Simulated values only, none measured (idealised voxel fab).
process module | voxel spacer lines
cross-section cut | 270 nm wide | cells 5 nm
A cross-section is a grid of square cells, given in bands from the top down. A band is one or more rows of cells.
Each band's line starts with the height of the band's top and of its bottom, in nm. Then come its materials from left to right, each with its width in nm. One material with "throughout" fills the band from edge to edge. "air" is empty space.
Height 0 is the level under which the wafer as received is all one material. The lowest band goes on downwards, as in "0 down".
A width such as "30 to 40" changes by the same amount from each row of cells to the next, from the band's top row to its bottom row.
"no change" after a step means that no cell of the cross-section changed.
closed voids: empty space of 8 cells or more with no open way to the top, each as width x height at its distance from the left edge, in nm
after a step's settings: what the simulator itself notes on the step
overlay nm, on a step with a mask: how far to the right of its planned place the mask lay; to the left if negative
plan
1 op RECEIVE | material Si
2 op CONFORMAL_DEP | material Al2O3 | thk nm 10
3 op DIRECTIONAL_DEP | material polySi | thk nm 20
4 op DIRECTIONAL_DEP | material aC | thk nm 25
5 op PATTERN | tone cover | mask id MANDREL | material resist | width nm 25 | pitch nm 80 | thk nm 35 | overlay nm 0
6 op DIRECTIONAL_ETCH | etch materials aC | depth nm 25
7 op STRIP | etch materials resist
8 op CONFORMAL_DEP | material SiN | thk nm 15
9 op DIRECTIONAL_ETCH | etch materials SiN | depth nm 15
10 op STRIP | etch materials aC
11 op DIRECTIONAL_ETCH | etch materials polySi | depth nm 20
12 op STRIP | etch materials SiN
first wafer, as planned
as received, after step 1
  0 down: Si throughout
  closed voids: none
after step 2
  10 to 0: Al2O3 throughout
  below 0: unchanged
after step 3
  30 to 10: polySi throughout
  below 10: unchanged
after step 4
  55 to 30: aC throughout
  below 30: unchanged
after step 5
  90 to 55: air 80 | resist 25 | air 55 | resist 25 | air 85
  below 55: unchanged
after step 6
  65 to 55: air 80 | resist 25 | air 55 | resist 25 | air 85
  55 to 30: air 80 | aC 25 | air 55 | aC 25 | air 85
  below 30: unchanged
after step 7
  55 to 30: air 80 | aC 25 | air 55 | aC 25 | air 85
  below 30: unchanged
after step 8
  70 to 55: air 65 | SiN 55 | air 25 | SiN 55 | air 70
  55 to 45: air 65 | SiN 15 | aC 25 | SiN 15 | air 25 | SiN 15 | aC 25 | SiN 15 | air 70
  45 to 30: SiN 80 | aC 25 | SiN 55 | aC 25 | SiN 85
  below 30: unchanged
after step 9
  55 to 30: air 65 | SiN 15 | aC 25 | SiN 15 | air 25 | SiN 15 | aC 25 | SiN 15 | air 70
  below 30: unchanged
after step 10
  55 to 30: air 65 | SiN 15 | air 25 | SiN 15 | air 25 | SiN 15 | air 25 | SiN 15 | air 70
  below 30: unchanged
after step 11
  55 to 30: air 65 | SiN 15 | air 25 | SiN 15 | air 25 | SiN 15 | air 25 | SiN 15 | air 70
  30 to 10: air 65 | polySi 15 | air 25 | polySi 15 | air 25 | polySi 15 | air 25 | polySi 15 | air 70
  below 10: unchanged
after step 12
  30 to 10: air 65 | polySi 15 | air 25 | polySi 15 | air 25 | polySi 15 | air 25 | polySi 15 | air 70
  below 10: unchanged
second wafer: like start, like plan, one mistake. Through step 2 it matches the first wafer
when step 3 should have ended
  50 to 10: polySi throughout
  below 10: unchanged
when step 4 should have ended
  75 to 50: aC throughout
  below 50: unchanged
when step 5 should have ended
  110 to 75: air 80 | resist 25 | air 55 | resist 25 | air 85
  below 75: unchanged
when step 6 should have ended
  85 to 75: air 80 | resist 25 | air 55 | resist 25 | air 85
  75 to 50: air 80 | aC 25 | air 55 | aC 25 | air 85
  below 50: unchanged
when step 7 should have ended
  75 to 50: air 80 | aC 25 | air 55 | aC 25 | air 85
  below 50: unchanged
when step 8 should have ended
  90 to 75: air 65 | SiN 55 | air 25 | SiN 55 | air 70
  75 to 65: air 65 | SiN 15 | aC 25 | SiN 15 | air 25 | SiN 15 | aC 25 | SiN 15 | air 70
  65 to 50: SiN 80 | aC 25 | SiN 55 | aC 25 | SiN 85
  below 50: unchanged
when step 9 should have ended
  75 to 50: air 65 | SiN 15 | aC 25 | SiN 15 | air 25 | SiN 15 | aC 25 | SiN 15 | air 70
  below 50: unchanged
when step 10 should have ended
  75 to 50: air 65 | SiN 15 | air 25 | SiN 15 | air 25 | SiN 15 | air 25 | SiN 15 | air 70
  below 50: unchanged
when step 11 should have ended
  75 to 50: air 65 | SiN 15 | air 25 | SiN 15 | air 25 | SiN 15 | air 25 | SiN 15 | air 70
  50 to 30: air 65 | polySi 15 | air 25 | polySi 15 | air 25 | polySi 15 | air 25 | polySi 15 | air 70
  below 30: unchanged
when step 12 should have ended
  50 to 30: air 65 | polySi 15 | air 25 | polySi 15 | air 25 | polySi 15 | air 25 | polySi 15 | air 70
  below 30: unchanged
what went wrong: step 3 was run twice
at the end the second wafer has, in cells: 216 more of polySi
